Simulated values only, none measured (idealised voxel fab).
Process module heading - voxel plated lines
Square cell edge 5 nm, section width 190 nm, ID cut.
Each cross-section below is a grid of square cells, stated as bands in top-down order, with one or more rows of cells making up each band. Band: top and bottom heights (nm) first, top before bottom; then materials from left to right, widths in nm. "everywhere" marks a sole material filling the band edge to edge. "air" denotes empty space. Height datum 0, below which the as-received substrate wafer is one material. Lowest band open at the bottom, running downward: "from 0 down". Read "30..40" as a graded width: first number on top, second number at the bottom, same change between each pair of neighbouring rows. It should be understood that the words "remained the same", when stated for a given step, signify that the cross-section underwent no change in any of its cells during that step. The entry "Fully closed voids" lists the empty spaces that cover at least 8 cells and have no open path to the top. Each is written as width x height at distance, where the distance is measured from the left edge and all three values are in nm. The remark found on a step's line after its settings is issued by the simulator itself and pertains to that step. overlay nm: how far to the right of its planned place the mask lay on this masked step (negative: to the left).
The process steps that were planned are listed below
1,RECEIVE [material Si]
2,CONFORMAL_DEP [material Al2O3] [thk nm 15]
3,DIRECTIONAL_DEP [material TiN] [thk nm 5]
4,PATTERN [tone open] [mask id LINES] [material resist] [width nm 20] [pitch nm 40] [thk nm 5] [overlay nm 0]
5,EPI [material Ru] [thk nm 10]
6,STRIP [etch materials resist]
7,DIRECTIONAL_ETCH [etch materials TiN] [depth nm 5]
8,CONFORMAL_DEP [material SiCN] [thk nm 5]
What sets these wafers apart? The thk nm at step 4. They all start alike, and the plan carries the first wafer's value.
As-received cross-section, first of several wafers, post step 1
from 0 down | Si everywhere
Fully closed voids: none
Per wafer (row), end of module: delta in cells per material since receipt, (+) for gained, (-) for lost; closed voids after that
thk nm 5; +114 Al2O3; +30 Ru; +62 SiCN; +18 TiN; Fully closed voids: none
thk nm 10; +114 Al2O3; +24 Ru; +56 SiCN; +12 TiN; Fully closed voids: none
thk nm 15; +114 Al2O3; +24 Ru; +56 SiCN; +12 TiN; Fully closed voids: none
thk nm 20; +114 Al2O3; +24 Ru; +56 SiCN; +12 TiN; Fully closed voids: none
thk nm 25; +114 Al2O3; +24 Ru; +56 SiCN; +12 TiN; Fully closed voids: none
thk nm 30; +114 Al2O3; +24 Ru; +56 SiCN; +12 TiN; Fully closed voids: none
